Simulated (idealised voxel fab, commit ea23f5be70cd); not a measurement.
Process module name: voxel transistor to metal
The cross-section on display is named cut; it measures 155 nm wide, and its cells are 5 nm squares.
Think of the cross-section as a grid of square cells. We describe it in bands, top to bottom, and each band covers one or more rows of those cells.
Top height, bottom height, nm. Materials left to right, width each, nm. Single material + "full width" = fills band edge to edge. "empty" = empty.
It should be noted that heights are counted from 0, beneath which the wafer as supplied is of one material throughout, and that the lowest band possesses no lower boundary but continues downward, as written in "from 0 down".
So if you see something like "30 to 40" for the width, read it as the top row of the band sitting at the first number and the bottom row at the second, with every row in between moving by the same amount as the last.
Any step labelled "left unchanged" changed none of the cells in the cross-section.
The entry titled "Closed internal cavities" provides the empty spaces that have no open way to the top, restricted to those of 8 cells or more. Each is presented as width x height at distance, the distance being measured from the left edge, with all three in nm.
Read whatever lies past the settings on a step's line as the simulator's own remark about the step.
overlay nm: how far to the right of its planned place the mask lay on this masked step (negative: to the left).
-- Process steps (planned)
| 1 | RECEIVE (material Si) |
| 2 | OXIDIZE (depth nm 5) |
| 3 | CONFORMAL_DEP (material SiN; thk nm 15) |
| 4 | DIRECTIONAL_DEP (material aC; thk nm 15) |
| 5 | PATTERN (tone cover; mask id ACTIVE; material resist; width nm 110; thk nm 35; overlay nm 0) |
| 6 | DIRECTIONAL_ETCH (etch materials aC; depth nm 15) |
| 7 | STRIP (etch materials resist) |
| 8 | DIRECTIONAL_ETCH (etch materials SiN; depth nm 15) |
| 9 | DIRECTIONAL_ETCH (etch materials SiO2; depth nm 5) |
| 10 | DIRECTIONAL_ETCH (etch materials Si; depth nm 35) |
| 11 | STRIP (etch materials aC) |
| 12 | OXIDIZE (depth nm 5) |
| 13 | FILL_DEP (material SiO2; thk nm 15) |
| 14 | CMP (height nm 15) |
| 15 | SELECTIVE_ETCH (etch materials SiO2; depth nm 10) |
| 16 | STRIP (etch materials SiN) |
| 17 | SELECTIVE_ETCH (etch materials SiO2; depth nm 5) |
| 18 | OXIDIZE (depth nm 5) |
| 19 | DIRECTIONAL_DEP (material polySi; thk nm 25) |
| 20 | DIRECTIONAL_DEP (material SiCN; thk nm 10) |
| 21 | DIRECTIONAL_DEP (material aC; thk nm 10) |
| 22 | PATTERN (tone cover; mask id GATE; material resist; width nm 20; thk nm 25; overlay nm 0) |
| 23 | DIRECTIONAL_ETCH (etch materials aC; depth nm 10) |
| 24 | STRIP (etch materials resist) |
| 25 | DIRECTIONAL_ETCH (etch materials SiCN; depth nm 20) |
| 26 | DIRECTIONAL_ETCH (etch materials polySi; depth nm 35) |
| 27 | STRIP (etch materials aC) |
| 28 | CONFORMAL_DEP (material SiN; thk nm 5) |
| 29 | DIRECTIONAL_ETCH (etch materials SiN; depth nm 5) |
| 30 | DIRECTIONAL_ETCH (etch materials SiO2; depth nm 5) |
| 31 | DIRECTIONAL_ETCH (etch materials Si; depth nm 10) |
| 32 | EPI (material pSi; thk nm 15) |
| 33 | FILL_DEP (material SiO2; thk nm 10) |
| 34 | CMP (height nm 30) |
| 35 | DIRECTIONAL_DEP (material SiO2; thk nm 15) |
| 36 | MASKED_ETCH (tone open; mask id CONTACT; width nm 30; pitch nm 60; etch materials SiO2; depth nm 50; overlay nm 0) |
| 37 | CONFORMAL_DEP (material TiN; thk nm 5) |
| 38 | FILL_DEP (material Ru; thk nm 10) |
| 39 | CMP (height nm 45) |
| 40 | CONFORMAL_DEP (material SiCN; thk nm 5) |
| 41 | DIRECTIONAL_DEP (material SiO2; thk nm 25) |
| 42 | PATTERN (tone open; mask id METAL_1; material resist; width nm 20; pitch nm 70; thk nm 20; overlay nm 0) |
| 43 | DIRECTIONAL_ETCH (etch materials SiO2; depth nm 25) |
| 44 | DIRECTIONAL_ETCH (etch materials SiCN; depth nm 5) |
| 45 | STRIP (etch materials resist) |
| 46 | CONFORMAL_DEP (material TiN; thk nm 5) |
| 47 | FILL_DEP (material W; thk nm 5) |
| 48 | CMP (height nm 75) |
| 49 | EPI (material Ru; thk nm 5) |
| 50 | FILL_DEP (material SiCN; thk nm 5) |
-- The cross-section here shows the wafer as received, i.e. in its state after step 1
  from 0 down  Si full width
  Closed internal cavities: none
-- first wafer at the end, as planned
  from 85 to 80  SiCN full width
  from 80 to 75  SiCN: 25 / Ru: 30 / SiCN: 40 / Ru: 30 / SiCN: 30
  from 75 to 50  SiO2: 30 / TiN: 5 / W: 10 / TiN: 5 / SiO2: 50 / TiN: 5 / W: 10 / TiN: 5 / SiO2: 35
  from 50 to 45  SiCN: 30 / TiN: 20 / SiCN: 50 / TiN: 20 / SiCN: 35
  from 45 to 30  SiO2: 30 / TiN: 5 / Ru: 20 / TiN: 5 / SiO2: 30 / TiN: 5 / Ru: 20 / TiN: 5 / SiO2: 35
  from 30 to 20  SiO2: 30 / TiN: 5 / Ru: 20 / TiN: 5 / SiN: 5 / SiCN: 20 / SiN: 5 / TiN: 5 / Ru: 20 / TiN: 5 / SiO2: 35
  from 20 to 10  SiO2: 30 / TiN: 5 / Ru: 20 / TiN: 5 / SiN: 5 / polySi: 20 / SiN: 5 / TiN: 5 / Ru: 20 / TiN: 5 / SiO2: 35
  from 10 to 5  SiO2: 30 / TiN: 5 / Ru: 5 / TiN: 20 / SiN: 5 / polySi: 20 / SiN: 5 / TiN: 20 / Ru: 5 / TiN: 5 / SiO2: 35
  from 5 to 0  SiO2: 30 / TiN: 5 / Ru: 5 / TiN: 5 / pSi: 15 / SiN: 5 / polySi: 20 / SiN: 5 / pSi: 15 / TiN: 5 / Ru: 5 / TiN: 5 / SiO2: 35
  from 0 to -5  SiO2: 15 / SiN: 5 / SiO2: 10 / TiN: 15 / pSi: 15 / SiN: 5 / polySi: 20 / SiN: 5 / pSi: 15 / TiN: 15 / SiO2: 10 / SiN: 5 / SiO2: 20
  from -5 to -10  SiO2: 20 / pSi: 40 / SiO2: 30 / pSi: 40 / SiO2: 25
  from -10 to -20  SiO2: 25 / pSi: 35 / Si: 30 / pSi: 35 / SiO2: 30
  from -20 to -45  SiO2: 25 / Si: 100 / SiO2: 30
  from -45 down  Si full width
  Closed internal cavities: none
-- End-of-module cross-section of the second wafer: identical starting point and process plan to the first, with one processing mistake
  from 85 to 80  SiCN full width
  from 80 to 75  SiCN: 25 / Ru: 30 / SiCN: 40 / Ru: 30 / SiCN: 30
  from 75 to 50  SiO2: 30 / TiN: 5 / W: 10 / TiN: 5 / SiO2: 50 / TiN: 5 / W: 10 / TiN: 5 / SiO2: 35
  from 50 to 45  SiCN: 30 / TiN: 20 / SiCN: 50 / TiN: 20 / SiCN: 35
  from 45 to 35  SiO2: 30 / TiN: 5 / Ru: 20 / TiN: 5 / SiO2: 30 / TiN: 5 / Ru: 20 / TiN: 5 / SiO2: 35
  from 35 to 30  SiO2: 30 / TiN: 5 / Ru: 15 / TiN: 10 / SiO2: 30 / TiN: 10 / Ru: 15 / TiN: 5 / SiO2: 35
  from 30 to 20  SiO2: 30 / TiN: 5 / Ru: 15 / TiN: 5 / SiN: 5 / SiCN: 30 / SiN: 5 / TiN: 5 / Ru: 15 / TiN: 5 / SiO2: 35
  from 20 to 10  SiO2: 30 / TiN: 5 / Ru: 15 / TiN: 5 / SiN: 5 / polySi: 30 / SiN: 5 / TiN: 5 / Ru: 15 / TiN: 5 / SiO2: 35
  from 10 to 5  SiO2: 30 / TiN: 25 / SiN: 5 / polySi: 30 / SiN: 5 / TiN: 25 / SiO2: 35
  from 5 to 0  SiO2: 30 / TiN: 10 / pSi: 15 / SiN: 5 / polySi: 30 / SiN: 5 / pSi: 15 / TiN: 10 / SiO2: 35
  from 0 to -5  SiO2: 15 / SiN: 5 / SiO2: 10 / TiN: 10 / pSi: 15 / SiN: 5 / polySi: 30 / SiN: 5 / pSi: 15 / TiN: 10 / SiO2: 10 / SiN: 5 / SiO2: 20
  from -5 to -10  SiO2: 20 / pSi: 35 / SiO2: 40 / pSi: 35 / SiO2: 25
  from -10 to -20  SiO2: 25 / pSi: 30 / Si: 40 / pSi: 30 / SiO2: 30
  from -20 to -45  SiO2: 25 / Si: 100 / SiO2: 30
  from -45 down  Si full width
  Closed internal cavities: none
In executing the process, a mistake was made relative to the plan: step 22 ran differently from the plan; actual operation with settings: PATTERN (tone cover; mask id GATE; material resist; width nm 30; thk nm 25; overlay nm 0)
at the end the second wafer has, in cells: Ru -14, Si +4, SiCN +4, SiO2 +2, pSi -6, polySi +10
